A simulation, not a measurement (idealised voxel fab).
The following is a process module called voxel air gaps.
Shown is cross-section cut, with a width of 170 nm and square cells of size 5 nm.
The cross-sections in this document take the form of a grid made of square cells. They are written out as bands, in order from top to bottom. Each band consists of one or more rows of cells. Top height, bottom height, nm. Materials left to right, width each, nm. Single material + "full width" = fills band edge to edge. "empty" = empty. Heights are reckoned from 0. Under this level, the received wafer is all of one material. The bottommost band is open-ended downward, for example "0 and below". Read "30->40" as a graded width: first number on top, second number at the bottom, same change between each pair of neighbouring rows. Where a step carries "changes: none", the cross-section came out of it unchanged, cell for cell. In the "Enclosed internal cavities" entry, you get each enclosed empty space of 8 cells or more, one with no open way to the top, written width x height at distance, distance from the left edge, in nm. Whatever follows a step's settings on its line is a remark the simulator itself makes about that step. The line of a step may include "overlay nm". On a step with a mask, this value is how far to the right of its planned place the mask lay. A negative value means the mask lay to the left.
**The following list gives the planned process steps**
1: RECEIVE, material Si
2: CONFORMAL_DEP, material SiO2, thk nm 5
3: CONFORMAL_DEP, material SiN, thk nm 5
4: DIRECTIONAL_DEP, material lowk, thk nm 40
5: DIRECTIONAL_DEP, material aC, thk nm 10
6: PATTERN, tone open, mask id LINES, material resist, width nm 20, pitch nm 45, thk nm 25, overlay nm 0
7: DIRECTIONAL_ETCH, etch materials aC, depth nm 10
8: STRIP, etch materials resist
9: DIRECTIONAL_ETCH, etch materials lowk, depth nm 40
10: STRIP, etch materials aC
11: CONFORMAL_DEP, material TiN, thk nm 5
12: FILL_DEP, material Ru, thk nm 10
13: CMP, height nm 55
14: EPI, material Ru, thk nm 10
15: SELECTIVE_ETCH, etch materials lowk, depth nm 50
16: CONFORMAL_DEP, material SiCN, thk nm 5
The plan's step 2 thk nm is the first wafer's value; the wafers differ in this setting and start identical.
**First wafer of several, as received: cross-section after step 1**
- 0 and below | Si full width
- Enclosed internal cavities: none
**Per wafer (row), end of module: delta in cells per material since receipt, (+) for gained, (-) for lost; closed voids after that**
thk nm 5, +116 Ru, +34 SiCN, +34 SiN, +34 SiO2, +82 TiN, +176 lowk, Enclosed internal cavities: none
thk nm 10, +90 Ru, +110 SiCN, +34 SiN, +68 SiO2, +54 TiN, Enclosed internal cavities: 15 x 30 at 55; 15 x 30 at 100
thk nm 15, +84 Ru, +104 SiCN, +34 SiN, +102 SiO2, +48 TiN, Enclosed internal cavities: 15 x 25 at 55; 15 x 25 at 100
thk nm 20, +78 Ru, +98 SiCN, +34 SiN, +136 SiO2, +42 TiN, Enclosed internal cavities: 15 x 20 at 55; 15 x 20 at 100
thk nm 25, +72 Ru, +92 SiCN, +34 SiN, +170 SiO2, +36 TiN, Enclosed internal cavities: 15 x 15 at 55; 15 x 15 at 100
